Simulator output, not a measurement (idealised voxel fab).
process module | voxel self aligned vias
cross-section cut | 280 nm wide | cells 5 nm
A cross-section is a grid of square cells, given in bands from the top down. A band is one or more rows of cells.
Each band's line starts with the height of the band's top and of its bottom, in nm. Then come its materials from left to right, each with its width in nm. One material with "throughout" fills the band from edge to edge. "air" is empty space.
Height 0 is the level under which the wafer as received is all one material. The lowest band goes on downwards, as in "0 down".
A width such as "30 to 40" changes by the same amount from each row of cells to the next, from the band's top row to its bottom row.
"no change" after a step means that no cell of the cross-section changed.
closed voids: empty space of 8 cells or more with no open way to the top, each as width x height at its distance from the left edge, in nm
after a step's settings: what the simulator itself notes on the step
overlay nm, on a step with a mask: how far to the right of its planned place the mask lay; to the left if negative
plan
1 op RECEIVE | material Si
2 op CONFORMAL_DEP | material SiO2 | thk nm 15
3 op CONFORMAL_DEP | material SiCN | thk nm 5
4 op DIRECTIONAL_DEP | material SiO2 | thk nm 30
5 op PATTERN | tone open | mask id LINES | material resist | width nm 30 | pitch nm 70 | thk nm 20 | overlay nm 0
6 op DIRECTIONAL_ETCH | etch materials SiO2 | depth nm 30
7 op STRIP | etch materials resist
8 op CONFORMAL_DEP | material TiN | thk nm 5
9 op FILL_DEP | material Ru | thk nm 5
10 op CMP | height nm 50
11 op SELECTIVE_ETCH | etch materials W Ru TiN | depth nm 10
12 op FILL_DEP | material SiN | thk nm 5
13 op CMP | height nm 50
14 op DIRECTIONAL_DEP | material SiO2 | thk nm 15
15 op MASKED_ETCH | tone open | mask id VIAS | width nm 50 | pitch nm 70 | etch materials SiO2 | depth nm 15 | overlay nm 0
16 op MASKED_ETCH | tone open | mask id VIAS | width nm 50 | pitch nm 70 | etch materials SiN | depth nm 10 | overlay nm 0
17 op CONFORMAL_DEP | material TiN | thk nm 5
18 op FILL_DEP | material Ru | thk nm 5
19 op CMP | height nm 65
20 op CONFORMAL_DEP | material SiN | thk nm 5
as received, after step 1
  0 down: Si throughout
  closed voids: none
a wafer at the end: this start, this plan, one mistake
  70 to 65: SiN throughout
  65 to 50: SiO2 45 | TiN 5 | Ru 40 | TiN 5 | SiO2 20 | TiN 5 | Ru 40 | TiN 5 | SiO2 20 | TiN 5 | Ru 40 | TiN 5 | SiO2 45
  50 to 45: SiN 45 | TiN 15 | Ru 20 | TiN 15 | SiN 20 | TiN 15 | Ru 20 | TiN 15 | SiN 20 | TiN 15 | Ru 20 | TiN 15 | SiN 45
  45 to 40: SiO2 55 | TiN 30 | SiO2 40 | TiN 30 | SiO2 40 | TiN 30 | SiO2 55
  40 to 20: SiO2 55 | TiN 5 | Ru 20 | TiN 5 | SiO2 40 | TiN 5 | Ru 20 | TiN 5 | SiO2 40 | TiN 5 | Ru 20 | TiN 5 | SiO2 55
  20 to 15: SiO2 55 | TiN 30 | SiO2 40 | TiN 30 | SiO2 40 | TiN 30 | SiO2 55
  15 to 0: SiO2 throughout
  0 down: Si throughout
  closed voids: none
what went wrong: step 3 was left out
